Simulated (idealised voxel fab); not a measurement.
process module | voxel gate over fins
cross-section cut | 255 nm wide | cells 5 nm
A cross-section is a grid of square cells, given in bands from the top down. A band is one or more rows of cells.
Each band's line starts with the height of the band's top and of its bottom, in nm. Then come its materials from left to right, each with its width in nm. One material with "throughout" fills the band from edge to edge. "air" is empty space.
Height 0 is the level under which the wafer as received is all one material. The lowest band goes on downwards, as in "0 down".
A width such as "30 to 40" changes by the same amount from each row of cells to the next, from the band's top row to its bottom row.
"no change" after a step means that no cell of the cross-section changed.
closed voids: empty space of 8 cells or more with no open way to the top, each as width x height at its distance from the left edge, in nm
after a step's settings: what the simulator itself notes on the step
overlay nm, on a step with a mask: how far to the right of its planned place the mask lay; to the left if negative
plan
1 op RECEIVE | material Si
2 op CONFORMAL_DEP | material SiN | thk nm 10
3 op MASKED_ETCH | tone cover | mask id FINS | width nm 15 | pitch nm 50 | etch materials SiN | depth nm 10 | overlay nm 0
4 op MASKED_ETCH | tone cover | mask id FINS | width nm 15 | pitch nm 50 | etch materials Si | depth nm 35 | overlay nm 0
5 op OXIDIZE | depth nm 5
6 op FILL_DEP | material SiO2 | thk nm 15
7 op CMP | height nm 10
8 op DIRECTIONAL_DEP | material aC | thk nm 10
9 op PATTERN | tone open | mask id RAIL | material resist | width nm 15 | thk nm 30 | overlay nm 0
10 op DIRECTIONAL_ETCH | etch materials aC | depth nm 10
11 op STRIP | etch materials resist
12 op DIRECTIONAL_ETCH | etch materials SiO2 | depth nm 40
13 op STRIP | etch materials aC
14 op CONFORMAL_DEP | material TiN | thk nm 5
15 op FILL_DEP | material W | thk nm 10
16 op CMP | height nm 10
17 op SELECTIVE_ETCH | etch materials W Ru TiN | depth nm 30
18 op FILL_DEP | material SiO2 | thk nm 5
19 op CMP | height nm 10
20 op SELECTIVE_ETCH | etch materials SiO2 | depth nm 20
21 op STRIP | etch materials SiN
22 op CONFORMAL_DEP | material HfO2 | thk nm 5
23 op CONFORMAL_DEP | material TiN | thk nm 5
24 op CONFORMAL_DEP | material TiAl | thk nm 5
25 op CONFORMAL_DEP | material TiN | thk nm 5
26 op FILL_DEP | material W | thk nm 15
27 op CMP | height nm 30
28 op CONFORMAL_DEP | material SiN | thk nm 5
first wafer, as planned
as received, after step 1
  0 down: Si throughout
  closed voids: none
after step 2
  10 to 0: SiN throughout
  below 0: unchanged
after step 3
  10 to 0: air 95 | SiN 15 | air 35 | SiN 15 | air 95
  below 0: unchanged
after step 4
  10 to 0: air 95 | SiN 15 | air 35 | SiN 15 | air 95
  0 to -35: air 95 | Si 15 | air 35 | Si 15 | air 95
  below -35: unchanged
after step 5
  10 to 0: air 95 | SiN 15 | air 35 | SiN 15 | air 95
  0 to -35: air 95 | SiO2 5 | Si 5 | SiO2 5 | air 35 | SiO2 5 | Si 5 | SiO2 5 | air 95
  -35 to -40: SiO2 100 | Si 5 | SiO2 45 | Si 5 | SiO2 100
  below -40: unchanged
after step 6
  25 to 10: SiO2 throughout
  10 to 0: SiO2 95 | SiN 15 | SiO2 35 | SiN 15 | SiO2 95
  0 to -40: SiO2 100 | Si 5 | SiO2 45 | Si 5 | SiO2 100
  below -40: unchanged
after step 7
  10 to 0: SiO2 95 | SiN 15 | SiO2 35 | SiN 15 | SiO2 95
  below 0: unchanged
after step 8
  20 to 10: aC throughout
  below 10: unchanged
after step 9
  50 to 20: resist 120 | air 15 | resist 120
  below 20: unchanged
after step 10
  40 to 20: resist 120 | air 15 | resist 120
  20 to 10: aC 120 | air 15 | aC 120
  below 10: unchanged
after step 11
  20 to 10: aC 120 | air 15 | aC 120
  below 10: unchanged
after step 12
  20 to 10: aC 120 | air 15 | aC 120
  10 to 0: SiO2 95 | SiN 15 | SiO2 10 | air 15 | SiO2 10 | SiN 15 | SiO2 95
  0 to -30: SiO2 100 | Si 5 | SiO2 15 | air 15 | SiO2 15 | Si 5 | SiO2 100
  below -30: unchanged
after step 13
  10 to 0: SiO2 95 | SiN 15 | SiO2 10 | air 15 | SiO2 10 | SiN 15 | SiO2 95
  below 0: unchanged
after step 14
  15 to 10: TiN 125 | air 5 | TiN 125
  10 to 0: SiO2 95 | SiN 15 | SiO2 10 | TiN 5 | air 5 | TiN 5 | SiO2 10 | SiN 15 | SiO2 95
  0 to -25: SiO2 100 | Si 5 | SiO2 15 | TiN 5 | air 5 | TiN 5 | SiO2 15 | Si 5 | SiO2 100
  -25 to -30: SiO2 100 | Si 5 | SiO2 15 | TiN 15 | SiO2 15 | Si 5 | SiO2 100
  below -30: unchanged
after step 15
  25 to 15: W throughout
  15 to 10: TiN 125 | W 5 | TiN 125
  10 to 0: SiO2 95 | SiN 15 | SiO2 10 | TiN 5 | W 5 | TiN 5 | SiO2 10 | SiN 15 | SiO2 95
  0 to -25: SiO2 100 | Si 5 | SiO2 15 | TiN 5 | W 5 | TiN 5 | SiO2 15 | Si 5 | SiO2 100
  below -25: unchanged
after step 16
  10 to 0: SiO2 95 | SiN 15 | SiO2 10 | TiN 5 | W 5 | TiN 5 | SiO2 10 | SiN 15 | SiO2 95
  below 0: unchanged
after step 17
  10 to 0: SiO2 95 | SiN 15 | SiO2 10 | air 15 | SiO2 10 | SiN 15 | SiO2 95
  0 to -20: SiO2 100 | Si 5 | SiO2 15 | air 15 | SiO2 15 | Si 5 | SiO2 100
  below -20: unchanged
after step 18
  15 to 10: SiO2 throughout
  10 to 0: SiO2 95 | SiN 15 | SiO2 35 | SiN 15 | SiO2 95
  0 to -20: SiO2 100 | Si 5 | SiO2 45 | Si 5 | SiO2 100
  below -20: unchanged
after step 19
  10 to 0: SiO2 95 | SiN 15 | SiO2 35 | SiN 15 | SiO2 95
  below 0: unchanged
after step 20
  10 to 0: air 95 | SiN 15 | air 35 | SiN 15 | air 95
  0 to -10: air 100 | Si 5 | air 45 | Si 5 | air 100
  below -10: unchanged
after step 21
  0 to -10: air 100 | Si 5 | air 45 | Si 5 | air 100
  below -10: unchanged
after step 22
  5 to 0: air 95 | HfO2 15 | air 35 | HfO2 15 | air 95
  0 to -5: air 95 | HfO2 5 | Si 5 | HfO2 5 | air 35 | HfO2 5 | Si 5 | HfO2 5 | air 95
  -5 to -10: HfO2 100 | Si 5 | HfO2 45 | Si 5 | HfO2 100
  below -10: unchanged
after step 23
  10 to 5: air 90 | TiN 25 | air 25 | TiN 25 | air 90
  5 to 0: air 90 | TiN 5 | HfO2 15 | TiN 5 | air 25 | TiN 5 | HfO2 15 | TiN 5 | air 90
  0 to -5: TiN 95 | HfO2 5 | Si 5 | HfO2 5 | TiN 35 | HfO2 5 | Si 5 | HfO2 5 | TiN 95
  below -5: unchanged
after step 24
  15 to 10: air 85 | TiAl 35 | air 15 | TiAl 35 | air 85
  10 to 5: air 85 | TiAl 5 | TiN 25 | TiAl 5 | air 15 | TiAl 5 | TiN 25 | TiAl 5 | air 85
  5 to 0: TiAl 90 | TiN 5 | HfO2 15 | TiN 5 | TiAl 25 | TiN 5 | HfO2 15 | TiN 5 | TiAl 90
  below 0: unchanged
after step 25
  20 to 15: air 80 | TiN 45 | air 5 | TiN 45 | air 80
  15 to 10: air 80 | TiN 5 | TiAl 35 | TiN 5 | air 5 | TiN 5 | TiAl 35 | TiN 5 | air 80
  10 to 5: TiN 85 | TiAl 5 | TiN 25 | TiAl 5 | TiN 15 | TiAl 5 | TiN 25 | TiAl 5 | TiN 85
  below 5: unchanged
after step 26
  35 to 20: W throughout
  20 to 15: W 80 | TiN 45 | W 5 | TiN 45 | W 80
  15 to 10: W 80 | TiN 5 | TiAl 35 | TiN 5 | W 5 | TiN 5 | TiAl 35 | TiN 5 | W 80
  below 10: unchanged
after step 27
  30 to 20: W throughout
  below 20: unchanged
after step 28
  35 to 30: SiN throughout
  below 30: unchanged
second wafer: like start, like plan, one mistake. Through step 22 it matches the first wafer
when step 23 should have ended: no change
when step 24 should have ended
  10 to 5: air 90 | TiAl 25 | air 25 | TiAl 25 | air 90
  5 to 0: air 90 | TiAl 5 | HfO2 15 | TiAl 5 | air 25 | TiAl 5 | HfO2 15 | TiAl 5 | air 90
  0 to -5: TiAl 95 | HfO2 5 | Si 5 | HfO2 5 | TiAl 35 | HfO2 5 | Si 5 | HfO2 5 | TiAl 95
  below -5: unchanged
when step 25 should have ended
  15 to 10: air 85 | TiN 35 | air 15 | TiN 35 | air 85
  10 to 5: air 85 | TiN 5 | TiAl 25 | TiN 5 | air 15 | TiN 5 | TiAl 25 | TiN 5 | air 85
  5 to 0: TiN 90 | TiAl 5 | HfO2 15 | TiAl 5 | TiN 25 | TiAl 5 | HfO2 15 | TiAl 5 | TiN 90
  below 0: unchanged
when step 26 should have ended
  30 to 15: W throughout
  15 to 10: W 85 | TiN 35 | W 15 | TiN 35 | W 85
  10 to 5: W 85 | TiN 5 | TiAl 25 | TiN 5 | W 15 | TiN 5 | TiAl 25 | TiN 5 | W 85
  below 5: unchanged
when step 27 should have ended: no change
when step 28 should have ended
  35 to 30: SiN throughout
  below 30: unchanged
what went wrong: step 23 was left out
at the end the second wafer has, in cells: 59 fewer of TiN | 59 more of W
